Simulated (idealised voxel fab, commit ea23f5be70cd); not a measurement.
You're looking at the process module voxel wiring stack.
The figure presents cross-section cut, which has a width of 240 nm and is divided into square cells with an edge length of 5 nm.
Throughout this document, each cross-section is represented as a grid of square cells and is presented as a sequence of bands enumerated from the top downward, where a band comprises one or more rows of cells.
What a band's entry tells you: where the top is and where the bottom is, as heights in nm, and after that what lies inside, material by material from left to right, each with its width in nm. Empty space is written as the word "blank", and a single material marked with the word "edge to edge" occupies the band from edge to edge.
Height 0 is the level under which the wafer as received is all one material. The lowest band goes on downwards, as in "top 0, no bottom".
The expression "30 to 40" gives the width at the extremes of the band, the first number at its top row of cells and the second at its bottom row, with the width changing by equal amounts from each row to the next in between.
Where the words "remained unchanged" appear for a step, the cross-section shows no cell changed by that step; every cell remained as before.
Basically, "Enclosed internal voids" tells you about the enclosed voids: empty spaces with no open way to the top, 8 cells or bigger, each written width x height at distance, where distance is from the left edge, all in nm.
Step line, after settings: the simulator's comment on this step.
overlay nm: mask right of planned place by this much (step with mask). Neg. = left.
The planned process steps are enumerated hereunder:
1 RECEIVE [material Si]
2 CONFORMAL_DEP [material SiO2] [thk nm 15]
3 CONFORMAL_DEP [material SiN] [thk nm 5]
4 DIRECTIONAL_DEP [material SiO2] [thk nm 15]
5 PATTERN [tone open] [mask id METAL_1] [material resist] [width nm 30] [pitch nm 50] [thk nm 20] [overlay nm 0]
6 DIRECTIONAL_ETCH [etch materials SiO2] [depth nm 15]
7 DIRECTIONAL_ETCH [etch materials SiN] [depth nm 5]
8 STRIP [etch materials resist]
9 CONFORMAL_DEP [material TiN] [thk nm 5]
10 FILL_DEP [material Cu] [thk nm 10]
11 CMP [height nm 35]
12 EPI [material Ru] [thk nm 5]
13 FILL_DEP [material SiCN] [thk nm 5]
14 DIRECTIONAL_DEP [material lowk] [thk nm 25]
15 DIRECTIONAL_DEP [material aC] [thk nm 15]
16 PATTERN [tone open] [mask id METAL_2] [material resist] [width nm 30] [pitch nm 50] [thk nm 35] [overlay nm 0]
17 DIRECTIONAL_ETCH [etch materials aC] [depth nm 15]
18 STRIP [etch materials resist]
19 DIRECTIONAL_ETCH [etch materials lowk] [depth nm 15]
20 STRIP [etch materials aC]
21 PATTERN [tone open] [mask id METAL_2_HOLES] [material resist] [width nm 15] [thk nm 15] [overlay nm 0]
22 DIRECTIONAL_ETCH [etch materials lowk] [depth nm 10]
23 DIRECTIONAL_ETCH [etch materials SiCN] [depth nm 5]
24 STRIP [etch materials resist]
25 CONFORMAL_DEP [material TiN] [thk nm 5]
26 FILL_DEP [material Ru] [thk nm 10]
27 CMP [height nm 70]
28 CONFORMAL_DEP [material SiN] [thk nm 5]
as received, after step 1:
  top 0, no bottom | Si edge to edge
  Enclosed internal voids: none
Cross-section: first of two wafers, module finished, run according to plan:
  top 75, bottom 70 | SiN edge to edge
  top 70, bottom 60 | 80 of lowk / 5 of TiN / 20 of Ru / 5 of TiN / 20 of lowk / 5 of TiN / 20 of Ru / 5 of TiN / 80 of lowk
  top 60, bottom 55 | 80 of lowk / 5 of TiN / 5 of Ru / 20 of TiN / 20 of lowk / 30 of TiN / 80 of lowk
  top 55, bottom 45 | 80 of lowk / 5 of TiN / 5 of Ru / 5 of TiN / 145 of lowk
  top 45, bottom 40 | 80 of SiCN / 15 of TiN / 145 of SiCN
  top 40, bottom 35 | 75 of SiCN / 40 of Ru / 10 of SiCN / 40 of Ru / 75 of SiCN
  top 35, bottom 20 | 80 of SiO2 / 5 of TiN / 20 of Cu / 5 of TiN / 20 of SiO2 / 5 of TiN / 20 of Cu / 5 of TiN / 80 of SiO2
  top 20, bottom 15 | 80 of SiN / 30 of TiN / 20 of SiN / 30 of TiN / 80 of SiN
  top 15, bottom 0 | SiO2 edge to edge
  top 0, no bottom | Si edge to edge
  Enclosed internal voids: none
This is the second of the two wafers, cross-sectioned at the end of the module; it started exactly like the first and was given the same plan, but it was run with one mistake:
  top 75, bottom 70 | SiN edge to edge
  top 70, bottom 60 | 80 of lowk / 5 of TiN / 20 of Ru / 5 of TiN / 20 of lowk / 5 of TiN / 20 of Ru / 5 of TiN / 80 of lowk
  top 60, bottom 55 | 80 of lowk / 5 of TiN / 5 of Ru / 20 of TiN / 20 of lowk / 30 of TiN / 80 of lowk
  top 55, bottom 45 | 80 of lowk / 5 of TiN / 5 of Ru / 5 of TiN / 145 of lowk
  top 45, bottom 40 | 80 of SiCN / 15 of TiN / 145 of SiCN
  top 40, bottom 35 | 80 of SiCN / 35 of Ru / 15 of SiCN / 35 of Ru / 75 of SiCN
  top 35, bottom 20 | 85 of SiO2 / 5 of TiN / 15 of Cu / 5 of TiN / 25 of SiO2 / 5 of TiN / 15 of Cu / 5 of TiN / 80 of SiO2
  top 20, bottom 15 | 85 of SiN / 25 of TiN / 25 of SiN / 25 of TiN / 80 of SiN
  top 15, bottom 0 | SiO2 edge to edge
  top 0, no bottom | Si edge to edge
  Enclosed internal voids: none
Processing error: it should be noted that step 5 was executed with settings other than those planned, the operation and settings actually applied being PATTERN [tone open] [mask id METAL_1] [material resist] [width nm 25] [pitch nm 50] [thk nm 20] [overlay nm 0]
Final comparison by cell count, materials where the second wafer has more or fewer than the first: Cu -6 | Ru -2 | SiCN +2 | SiN +2 | SiO2 +6 | TiN -2
